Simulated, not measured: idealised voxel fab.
Module name: voxel tone inversion (process module)
Square cells of 5 nm make up the cross-section cut, whose width is 295 nm.
How to read a cross-section here: the picture is a grid of square cells, written as bands going from the top down, and any band can span one or more rows of cells. The band entry comprises the height of the band's top followed by the height of its bottom, expressed in nm, and subsequently the band's materials from left to right, each stated together with its width in nm. Where a single material is marked with the word "all across", that material fills the band from edge to edge. The word "blank" represents empty space. Height 0 is the level under which the wafer as received is all one material. The lowest band goes on downwards, as in "0 nm and below". The two numbers in a width such as "30..40" mark its ends across the band: the first belongs to the top row of cells, the second to the bottom row, and from each row to the next the width moves by the same amount. Where the words "no modifications" appear for a step, the cross-section shows no cell changed by that step; every cell remained as before. Entry "Closed internal voids". Content: empty spaces with no open connection to the top, size 8 cells or greater. Each: width x height at distance. Distance: from left edge. Unit: nm. That trailing text on a step's line, after the settings, is the simulator's own remark on the step. overlay nm: mask right of planned place by this much (step with mask). Neg. = left.
Set out below are the planned steps of the process:
1) RECEIVE,material Si
2) CONFORMAL_DEP,material SiCN,thk nm 10
3) DIRECTIONAL_DEP,material polySi,thk nm 25
4) PATTERN,tone cover,mask id POSTS,material resist,width nm 25,pitch nm 45,thk nm 35,overlay nm 0
5) DIRECTIONAL_ETCH,etch materials polySi,depth nm 25
6) STRIP,etch materials resist
7) FILL_DEP,material lowk,thk nm 5
8) CMP,height nm 35
9) STRIP,etch materials polySi
10) CONFORMAL_DEP,material TiN,thk nm 5
11) FILL_DEP,material Cu,thk nm 5
12) CMP,height nm 35
13) CONFORMAL_DEP,material SiCN,thk nm 5
Cross-section, incoming material, after step 1:
    0 nm and below | Si all across
    Closed internal voids: none
Wafer cross-section at end of module: start and plan as shown above, one execution error:
    45 nm to 40 nm | SiCN all across
    40 nm to 35 nm | 70 of TiN | 15 of Cu | 30 of TiN | 15 of Cu | 30 of TiN | 15 of Cu | 30 of TiN | 15 of Cu | 75 of TiN
    35 nm to 15 nm | 65 of lowk | 5 of TiN | 15 of Cu | 5 of TiN | 20 of lowk | 5 of TiN | 15 of Cu | 5 of TiN | 20 of lowk | 5 of TiN | 15 of Cu | 5 of TiN | 20 of lowk | 5 of TiN | 15 of Cu | 5 of TiN | 70 of lowk
    15 nm to 10 nm | 65 of lowk | 25 of TiN | 20 of lowk | 25 of TiN | 20 of lowk | 25 of TiN | 20 of lowk | 25 of TiN | 70 of lowk
    10 nm to 0 nm | SiCN all across
    0 nm and below | Si all across
    Closed internal voids: none
So what did we get wrong on this run? step 12 was processed under conditions differing from the plan, specifically as CMP,height nm 40
